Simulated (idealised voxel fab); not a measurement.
Proc. module: voxel self aligned contacts
Each square cell in cross-section cut measures 5 nm, and the section as a whole is 230 nm wide.
Throughout this document, each cross-section is represented as a grid of square cells and is presented as a sequence of bands enumerated from the top downward, where a band comprises one or more rows of cells.
Heights first: top, then bottom, in nm. Then materials, left to right, each with a width in nm. "throughout" on a single material: fills the band edge to edge. "blank": empty space.
Note: height 0 marks the level under which the wafer is uniformly one material as received. Lowest band unbounded below, written "z 0 and below".
Read "30..40" as a graded width: first number on top, second number at the bottom, same change between each pair of neighbouring rows.
What does "no change occurred" mean for a step? It means no cell of the cross-section changed in that step.
Each empty space that has no open way to the top and spans at least 8 cells appears under "Closed internal cavities" as width x height at distance, the distance counted from the left edge, all in nm.
Step line, after settings: the simulator's comment on this step.
When a step includes a mask, the "overlay nm" setting on its line states how far to the right of its planned place that mask lay, and negative values state how far to the left.

Here's what the planned process steps look like
- 1: RECEIVE | material Si
- 2: OXIDIZE | depth nm 5
- 3: DIRECTIONAL_DEP | material polySi | thk nm 20
- 4: DIRECTIONAL_DEP | material SiN | thk nm 25
- 5: PATTERN | tone cover | mask id GATE | material resist | width nm 35 | pitch nm 70 | thk nm 15 | overlay nm 0
- 6: DIRECTIONAL_ETCH | etch materials SiN | depth nm 25
- 7: DIRECTIONAL_ETCH | etch materials polySi | depth nm 20
- 8: STRIP | etch materials resist
- 9: CONFORMAL_DEP | material SiN | thk nm 10
- 10: DIRECTIONAL_ETCH | etch materials SiN | depth nm 10
- 11: FILL_DEP | material SiO2 | thk nm 10
- 12: CMP | height nm 50
- 13: DIRECTIONAL_DEP | material aC | thk nm 15
- 14: PATTERN | tone open | mask id CONTACT | material resist | width nm 55 | pitch nm 70 | thk nm 35 | overlay nm 0
- 15: DIRECTIONAL_ETCH | etch materials aC | depth nm 15
- 16: STRIP | etch materials resist
- 17: DIRECTIONAL_ETCH | etch materials SiO2 | depth nm 55
- 18: STRIP | etch materials aC
- 19: CONFORMAL_DEP | material TiN | thk nm 5
- 20: FILL_DEP | material W | thk nm 5
- 21: CMP | height nm 50
- 22: CONFORMAL_DEP | material SiN | thk nm 5
The value of thk nm given for step 22 in the plan refers to the first wafer; the wafers vary in this setting and are alike at the start.

Cross-section: the first of several wafers in its as-received state, i.e. following step 1
- z 0 and below | Si throughout
- Closed internal cavities: none

Below, a row for every wafer. Read it as the end-of-module picture: for each material the wafer shows its cells gained (+) or lost (-) since it was received, and then its closed voids
thk nm 5; -46 Si; +259 SiN; +127 SiO2; +62 TiN; +20 W; +84 polySi; Closed internal cavities: none
thk nm 10; -46 Si; +305 SiN; +127 SiO2; +62 TiN; +20 W; +84 polySi; Closed internal cavities: none
thk nm 15; -46 Si; +351 SiN; +127 SiO2; +62 TiN; +20 W; +84 polySi; Closed internal cavities: none
thk nm 20; -46 Si; +397 SiN; +127 SiO2; +62 TiN; +20 W; +84 polySi; Closed internal cavities: none
